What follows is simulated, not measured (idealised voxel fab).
Module name: voxel self aligned contacts (process module)
In the cross-section labelled cut, the width is 210 nm and each square cell is 5 nm.
Think of the cross-section as a grid of square cells. We describe it in bands, top to bottom, and each band covers one or more rows of those cells.
Within each band entry, the heights of the top and of the bottom of the band appear first, in that order and in nm; the materials of the band then follow from left to right, each with its corresponding width in nm. The designation "full width" on a single material indicates that it fills the band from edge to edge; the designation "blank" indicates empty space.
Height 0 is the level under which the wafer as received is all one material. The lowest band goes on downwards, as in "top 0, no bottom".
A width given as "30 to 40" starts at the first number in the band's top row and ends at the second number in its bottom row, shifting by an equal amount at every step from row to row.
The designation "remains unaltered", where it is given for a processing step, indicates that no cell of the cross-section was altered in the course of that step.
Empty spaces without an open route to the top, at least 8 cells in extent, make up the entry "Enclosed voids"; each is given as width x height at distance, where the distance is measured from the left edge, and all are in nm.
Anything after a step's settings on that line? It's the simulator's own note about the step.
For masked steps, "overlay nm" on the step line gives how far right of plan the mask actually lay; a minus sign means it lay to the left.
This section lists the process steps that were planned:
1 RECEIVE: material Si
2 OXIDIZE: depth nm 5
3 DIRECTIONAL_DEP: material polySi, thk nm 30
4 DIRECTIONAL_DEP: material SiN, thk nm 20
5 PATTERN: tone cover, mask id GATE, material resist, width nm 30, pitch nm 65, thk nm 20, overlay nm 0
6 DIRECTIONAL_ETCH: etch materials SiN, depth nm 20
7 DIRECTIONAL_ETCH: etch materials polySi, depth nm 30
8 STRIP: etch materials resist
9 CONFORMAL_DEP: material SiN, thk nm 10
10 DIRECTIONAL_ETCH: etch materials SiN, depth nm 10
11 FILL_DEP: material SiO2, thk nm 15
12 CMP: height nm 55
13 PATTERN: tone open, mask id CONTACT, material resist, width nm 45, pitch nm 65, thk nm 15, overlay nm 0
14 DIRECTIONAL_ETCH: etch materials SiO2, depth nm 60
15 STRIP: etch materials resist
16 CONFORMAL_DEP: material TiN, thk nm 5
17 FILL_DEP: material W, thk nm 5
18 CMP: height nm 55
19 CONFORMAL_DEP: material SiCN, thk nm 5
Cross-section of the wafer upon arrival, representing the state reached after step 1:
top 0, no bottom: Si full width
Enclosed voids: none
End state of the module in cross-section, given the above starting point and plan and one mistake in execution:
top 60, bottom 55: SiCN full width
top 55, bottom 35: 15 SiO2 / 10 SiN / 30 polySi / 10 SiN / 5 TiN / 5 W / 5 TiN / 10 SiN / 30 polySi / 10 SiN / 5 TiN / 5 W / 5 TiN / 10 SiN / 30 polySi / 10 SiN / 15 SiO2
top 35, bottom 30: 15 SiO2 / 10 SiN / 30 polySi / 10 SiN / 15 TiN / 10 SiN / 30 polySi / 10 SiN / 15 TiN / 10 SiN / 30 polySi / 10 SiN / 15 SiO2
top 30, bottom 0: polySi full width
top 0, bottom -5: SiO2 full width
top -5, no bottom: Si full width
Enclosed voids: none
Which mistake was made when the wafer was run? it should be noted that step 3 of the plan was executed twice
